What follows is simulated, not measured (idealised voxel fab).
process module | voxel fin reveal
cross-section cut | 265 nm wide | cells 5 nm
A cross-section is a grid of square cells, given in bands from the top down. A band is one or more rows of cells.
Each band's line starts with the height of the band's top and of its bottom, in nm. Then come its materials from left to right, each with its width in nm. One material with "throughout" fills the band from edge to edge. "air" is empty space.
Height 0 is the level under which the wafer as received is all one material. The lowest band goes on downwards, as in "0 down".
A width such as "30 to 40" changes by the same amount from each row of cells to the next, from the band's top row to its bottom row.
"no change" after a step means that no cell of the cross-section changed.
closed voids: empty space of 8 cells or more with no open way to the top, each as width x height at its distance from the left edge, in nm
after a step's settings: what the simulator itself notes on the step
overlay nm, on a step with a mask: how far to the right of its planned place the mask lay; to the left if negative
plan
1 op RECEIVE | material Si
2 op CONFORMAL_DEP | material SiN | thk nm 5
3 op MASKED_ETCH | tone cover | mask id FINS | width nm 15 | pitch nm 35 | etch materials SiN | depth nm 5 | overlay nm 0
4 op MASKED_ETCH | tone cover | mask id FINS | width nm 15 | pitch nm 35 | etch materials Si | depth nm 30 | overlay nm 0
5 op OXIDIZE | depth nm 5
6 op FILL_DEP | material SiO2 | thk nm 10
7 op CMP | height nm 5
8 op SELECTIVE_ETCH | etch materials SiO2 | depth nm 15
9 op STRIP | etch materials SiN
10 op CONFORMAL_DEP | material SiO2 | thk nm 5
as received, after step 1
  0 down: Si throughout
  closed voids: none
a wafer at the end: this start, this plan, one mistake
  0 to -5: air 105 | SiO2 15 | air 20 | SiO2 15 | air 110
  -5 to -35: SiO2 110 | Si 5 | SiO2 30 | Si 5 | SiO2 115
  -35 down: Si throughout
  closed voids: none
what went wrong: step 2 was left out
